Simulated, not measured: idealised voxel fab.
Process module, titled voxel lift off
This is section cut - it's 295 nm across, gridded in 5 nm square cells.
Heads up, the way a cross-section reads in here is a grid of square cells, handed over as bands from the top down, with every band being one or more rows of cells. Within each band entry, the heights of the top and of the bottom of the band appear first, in that order and in nm; the materials of the band then follow from left to right, each with its corresponding width in nm. The designation "edge to edge" on a single material indicates that it fills the band from edge to edge; the designation "empty" indicates empty space. Heights are reckoned from 0. Under this level, the received wafer is all of one material. The bottommost band is open-ended downward, for example "0 down". When a width is written as two numbers, as in "30->40", the first number is the width in the top row of cells of the band and the second is the width in its bottom row, and the width changes by the same amount from each row to the next. A step reported as "changes: none" is a step in which no cell of the cross-section changed. Look at "Sealed internal cavities" for the closed voids: empty spaces with no open path to the top, sized 8 cells or up. Each is width x height at distance, distance from the left edge, all nm. Heads up: the bit after the settings on a step's line is the simulator's remark on that step. For masked steps, "overlay nm" on the step line gives how far right of plan the mask actually lay; a minus sign means it lay to the left. Pairs, read this way: before one process step on the one hand, after it on the other, the after cross-section ending at the lowest band that changed; the step between, settings included, beneath. Same starting wafer throughout, but possibly different runs of this module, so no pair continues from the pair above unless its entry headed "Geometry before processing" says so.
Geometry before processing:
- 0 down | Si edge to edge
- Sealed internal cavities: none
Sectional Result:
- 15 to 0 | SiO2 edge to edge
- Nothing below the height 0 has changed.
- Sealed internal cavities: none
Here is the step that sits between the two cross-sections above: CONFORMAL_DEP [material SiO2] [thk nm 15]
Geometry before processing: The structure entering this step is exactly what the pair just above shows after its step.
Sectional Result:
- 30 to 15 | 115 nm resist; 20 nm empty; 20 nm resist; 20 nm empty; 120 nm resist
- Nothing below the height 15 has changed.
- Sealed internal cavities: none
Here is the step that sits between the two cross-sections above: PATTERN [tone open] [mask id LINES] [material resist] [width nm 20] [pitch nm 40] [thk nm 15] [overlay nm 0]
Geometry before processing: The structure entering this step is exactly what the pair just above shows after its step.
Sectional Result:
- 35 to 30 | 115 nm Ru; 20 nm empty; 20 nm Ru; 20 nm empty; 120 nm Ru
- 30 to 20 | 115 nm resist; 20 nm empty; 20 nm resist; 20 nm empty; 120 nm resist
- 20 to 15 | 115 nm resist; 20 nm Ru; 20 nm resist; 20 nm Ru; 120 nm resist
- Nothing below the height 15 has changed.
- Sealed internal cavities: none
Here is the step that sits between the two cross-sections above: DIRECTIONAL_DEP [material Ru] [thk nm 5]
Geometry before processing: The structure entering this step is exactly what the pair just above shows after its step.
Sectional Result:
- 20 to 15 | 115 nm empty; 20 nm Ru; 20 nm empty; 20 nm Ru; 120 nm empty
- Nothing below the height 15 has changed.
- Sealed internal cavities: none
Here is the step that sits between the two cross-sections above: STRIP [etch materials resist]
Geometry before processing: The structure entering this step is exactly what the pair just above shows after its step.
Sectional Result:
- 25 to 20 | 110 nm empty; 30 nm SiCN; 10 nm empty; 30 nm SiCN; 115 nm empty
- 20 to 15 | 115 nm SiCN; 20 nm Ru; 20 nm SiCN; 20 nm Ru; 120 nm SiCN
- Nothing below the height 15 has changed.
- Sealed internal cavities: none
Here is the step that sits between the two cross-sections above: CONFORMAL_DEP [material SiCN] [thk nm 5]
Geometry before processing:
- 15 to 0 | SiO2 edge to edge
- 0 down | Si edge to edge
- Sealed internal cavities: none
Sectional Result:
- 30 to 0 | SiO2 edge to edge
- Nothing below the height 0 has changed.
- Sealed internal cavities: none
Here is the step that sits between the two cross-sections above: CONFORMAL_DEP [material SiO2] [thk nm 15]
Geometry before processing: The structure entering this step is exactly what the pair just above shows after its step.
Sectional Result:
- 45 to 30 | 115 nm resist; 20 nm empty; 20 nm resist; 20 nm empty; 120 nm resist
- Nothing below the height 30 has changed.
- Sealed internal cavities: none
Here is the step that sits between the two cross-sections above: PATTERN [tone open] [mask id LINES] [material resist] [width nm 20] [pitch nm 40] [thk nm 15] [overlay nm 0]
Geometry before processing: The structure entering this step is exactly what the pair just above shows after its step.
Sectional Result:
- 50 to 45 | 115 nm Ru; 20 nm empty; 20 nm Ru; 20 nm empty; 120 nm Ru
- 45 to 35 | 115 nm resist; 20 nm empty; 20 nm resist; 20 nm empty; 120 nm resist
- 35 to 30 | 115 nm resist; 20 nm Ru; 20 nm resist; 20 nm Ru; 120 nm resist
- Nothing below the height 30 has changed.
- Sealed internal cavities: none
Here is the step that sits between the two cross-sections above: DIRECTIONAL_DEP [material Ru] [thk nm 5]
Geometry before processing: The structure entering this step is exactly what the pair just above shows after its step.
Sectional Result:
- 35 to 30 | 115 nm empty; 20 nm Ru; 20 nm empty; 20 nm Ru; 120 nm empty
- Nothing below the height 30 has changed.
- Sealed internal cavities: none
Here is the step that sits between the two cross-sections above: STRIP [etch materials resist]
Geometry before processing: The structure entering this step is exactly what the pair just above shows after its step.
Sectional Result:
- 40 to 35 | 110 nm empty; 30 nm SiCN; 10 nm empty; 30 nm SiCN; 115 nm empty
- 35 to 30 | 115 nm SiCN; 20 nm Ru; 20 nm SiCN; 20 nm Ru; 120 nm SiCN
- Nothing below the height 30 has changed.
- Sealed internal cavities: none
Here is the step that sits between the two cross-sections above: CONFORMAL_DEP [material SiCN] [thk nm 5]
Geometry before processing:
- 0 down | Si edge to edge
- Sealed internal cavities: none
Sectional Result:
- 25 to 0 | SiO2 edge to edge
- Nothing below the height 0 has changed.
- Sealed internal cavities: none
Here is the step that sits between the two cross-sections above: CONFORMAL_DEP [material SiO2] [thk nm 25]
Geometry before processing: The structure entering this step is exactly what the pair just above shows after its step.
Sectional Result:
- 40 to 25 | 115 nm resist; 20 nm empty; 20 nm resist; 20 nm empty; 120 nm resist
- Nothing below the height 25 has changed.
- Sealed internal cavities: none
Here is the step that sits between the two cross-sections above: PATTERN [tone open] [mask id LINES] [material resist] [width nm 20] [pitch nm 40] [thk nm 15] [overlay nm 0]
Geometry before processing: The structure entering this step is exactly what the pair just above shows after its step.
Sectional Result:
- 45 to 40 | 115 nm Ru; 20 nm empty; 20 nm Ru; 20 nm empty; 120 nm Ru
- 40 to 30 | 115 nm resist; 20 nm empty; 20 nm resist; 20 nm empty; 120 nm resist
- 30 to 25 | 115 nm resist; 20 nm Ru; 20 nm resist; 20 nm Ru; 120 nm resist
- Nothing below the height 25 has changed.
- Sealed internal cavities: none
Here is the step that sits between the two cross-sections above: DIRECTIONAL_DEP [material Ru] [thk nm 5]
Geometry before processing: The structure entering this step is exactly what the pair just above shows after its step.
Sectional Result:
- 30 to 25 | 115 nm empty; 20 nm Ru; 20 nm empty; 20 nm Ru; 120 nm empty
- Nothing below the height 25 has changed.
- Sealed internal cavities: none
Here is the step that sits between the two cross-sections above: STRIP [etch materials resist]
Geometry before processing: The structure entering this step is exactly what the pair just above shows after its step.
Sectional Result:
- 35 to 30 | 110 nm empty; 30 nm SiCN; 10 nm empty; 30 nm SiCN; 115 nm empty
- 30 to 25 | 115 nm SiCN; 20 nm Ru; 20 nm SiCN; 20 nm Ru; 120 nm SiCN
- Nothing below the height 25 has changed.
- Sealed internal cavities: none
Here is the step that sits between the two cross-sections above: CONFORMAL_DEP [material SiCN] [thk nm 5]
Geometry before processing:
- 15 to 0 | SiO2 edge to edge
- 0 down | Si edge to edge
- Sealed internal cavities: none
Sectional Result:
- 30 to 15 | 115 nm resist; 25 nm empty; 15 nm resist; 25 nm empty; 115 nm resist
- Nothing below the height 15 has changed.
- Sealed internal cavities: none
Here is the step that sits between the two cross-sections above: PATTERN [tone open] [mask id LINES] [material resist] [width nm 25] [pitch nm 40] [thk nm 15] [overlay nm 0]
Geometry before processing: The structure entering this step is exactly what the pair just above shows after its step.
Sectional Result:
- 35 to 30 | 115 nm Ru; 25 nm empty; 15 nm Ru; 25 nm empty; 115 nm Ru
- 30 to 20 | 115 nm resist; 25 nm empty; 15 nm resist; 25 nm empty; 115 nm resist
- 20 to 15 | 115 nm resist; 25 nm Ru; 15 nm resist; 25 nm Ru; 115 nm resist
- Nothing below the height 15 has changed.
- Sealed internal cavities: none
Here is the step that sits between the two cross-sections above: DIRECTIONAL_DEP [material Ru] [thk nm 5]
Geometry before processing: The structure entering this step is exactly what the pair just above shows after its step.
Sectional Result:
- 20 to 15 | 115 nm empty; 25 nm Ru; 15 nm empty; 25 nm Ru; 115 nm empty
- Nothing below the height 15 has changed.
- Sealed internal cavities: none
Here is the step that sits between the two cross-sections above: STRIP [etch materials resist]
Geometry before processing: The structure entering this step is exactly what the pair just above shows after its step.
Sectional Result:
- 25 to 20 | 110 nm empty; 35 nm SiCN; 5 nm empty; 35 nm SiCN; 110 nm empty
- 20 to 15 | 115 nm SiCN; 25 nm Ru; 15 nm SiCN; 25 nm Ru; 115 nm SiCN
- Nothing below the height 15 has changed.
- Sealed internal cavities: none
Here is the step that sits between the two cross-sections above: CONFORMAL_DEP [material SiCN] [thk nm 5]
Geometry before processing:
- 15 to 0 | SiO2 edge to edge
- 0 down | Si edge to edge
- Sealed internal cavities: none
Sectional Result:
- 30 to 15 | 110 nm resist; 20 nm empty; 20 nm resist; 20 nm empty; 125 nm resist
- Nothing below the height 15 has changed.
- Sealed internal cavities: none
Here is the step that sits between the two cross-sections above: PATTERN [tone open] [mask id LINES] [material resist] [width nm 20] [pitch nm 40] [thk nm 15] [overlay nm -5]
Geometry before processing: The structure entering this step is exactly what the pair just above shows after its step.
Sectional Result:
- 35 to 30 | 110 nm Ru; 20 nm empty; 20 nm Ru; 20 nm empty; 125 nm Ru
- 30 to 20 | 110 nm resist; 20 nm empty; 20 nm resist; 20 nm empty; 125 nm resist
- 20 to 15 | 110 nm resist; 20 nm Ru; 20 nm resist; 20 nm Ru; 125 nm resist
- Nothing below the height 15 has changed.
- Sealed internal cavities: none
Here is the step that sits between the two cross-sections above: DIRECTIONAL_DEP [material Ru] [thk nm 5]
Geometry before processing: The structure entering this step is exactly what the pair just above shows after its step.
Sectional Result:
- 20 to 15 | 110 nm empty; 20 nm Ru; 20 nm empty; 20 nm Ru; 125 nm empty
- Nothing below the height 15 has changed.
- Sealed internal cavities: none
Here is the step that sits between the two cross-sections above: STRIP [etch materials resist]
Geometry before processing: The structure entering this step is exactly what the pair just above shows after its step.
Sectional Result:
- 25 to 20 | 105 nm empty; 30 nm SiCN; 10 nm empty; 30 nm SiCN; 120 nm empty
- 20 to 15 | 110 nm SiCN; 20 nm Ru; 20 nm SiCN; 20 nm Ru; 125 nm SiCN
- Nothing below the height 15 has changed.
- Sealed internal cavities: none
Here is the step that sits between the two cross-sections above: CONFORMAL_DEP [material SiCN] [thk nm 5]
Geometry before processing:
- 30 to 15 | 115 nm resist; 20 nm empty; 20 nm resist; 20 nm empty; 120 nm resist
- 15 to 0 | SiO2 edge to edge
- 0 down | Si edge to edge
- Sealed internal cavities: none
Sectional Result:
- 35 to 30 | 115 nm SiO2; 20 nm empty; 20 nm SiO2; 20 nm empty; 120 nm SiO2
- 30 to 20 | 115 nm resist; 20 nm empty; 20 nm resist; 20 nm empty; 120 nm resist
- 20 to 15 | 115 nm resist; 20 nm SiO2; 20 nm resist; 20 nm SiO2; 120 nm resist
- Nothing below the height 15 has changed.
- Sealed internal cavities: none
Here is the step that sits between the two cross-sections above: DIRECTIONAL_DEP [material SiO2] [thk nm 5]
Geometry before processing: The structure entering this step is exactly what the pair just above shows after its step.
Sectional Result:
- 20 to 15 | 115 nm empty; 20 nm SiO2; 20 nm empty; 20 nm SiO2; 120 nm empty
- Nothing below the height 15 has changed.
- Sealed internal cavities: none
Here is the step that sits between the two cross-sections above: STRIP [etch materials resist]
Geometry before processing: The structure entering this step is exactly what the pair just above shows after its step.
Sectional Result:
- 25 to 20 | 110 nm empty; 30 nm SiCN; 10 nm empty; 30 nm SiCN; 115 nm empty
- 20 to 15 | 115 nm SiCN; 20 nm SiO2; 20 nm SiCN; 20 nm SiO2; 120 nm SiCN
- Nothing below the height 15 has changed.
- Sealed internal cavities: none
Here is the step that sits between the two cross-sections above: CONFORMAL_DEP [material SiCN] [thk nm 5]
Geometry before processing:
- 15 to 0 | SiO2 edge to edge
- 0 down | Si edge to edge
- Sealed internal cavities: none
Sectional Result:
- 30 to 15 | 115 nm empty; 20 nm resist; 20 nm empty; 20 nm resist; 120 nm empty
- Nothing below the height 15 has changed.
- Sealed internal cavities: none
Here is the step that sits between the two cross-sections above: PATTERN [tone cover] [mask id LINES] [material resist] [width nm 20] [pitch nm 40] [thk nm 15] [overlay nm 0]
Geometry before processing: The structure entering this step is exactly what the pair just above shows after its step.
Sectional Result:
- 35 to 30 | 115 nm empty; 20 nm Ru; 20 nm empty; 20 nm Ru; 120 nm empty
- 30 to 20 | 115 nm empty; 20 nm resist; 20 nm empty; 20 nm resist; 120 nm empty
- 20 to 15 | 115 nm Ru; 20 nm resist; 20 nm Ru; 20 nm resist; 120 nm Ru
- Nothing below the height 15 has changed.
- Sealed internal cavities: none
Here is the step that sits between the two cross-sections above: DIRECTIONAL_DEP [material Ru] [thk nm 5]
Geometry before processing: The structure entering this step is exactly what the pair just above shows after its step.
Sectional Result:
- 20 to 15 | 115 nm Ru; 20 nm empty; 20 nm Ru; 20 nm empty; 120 nm Ru
- Nothing below the height 15 has changed.
- Sealed internal cavities: none
Here is the step that sits between the two cross-sections above: STRIP [etch materials resist]
Geometry before processing: The structure entering this step is exactly what the pair just above shows after its step.
Sectional Result:
- 25 to 20 | 120 nm SiCN; 10 nm empty; 30 nm SiCN; 10 nm empty; 125 nm SiCN
- 20 to 15 | 115 nm Ru; 20 nm SiCN; 20 nm Ru; 20 nm SiCN; 120 nm Ru
- Nothing below the height 15 has changed.
- Sealed internal cavities: none
Here is the step that sits between the two cross-sections above: CONFORMAL_DEP [material SiCN] [thk nm 5]
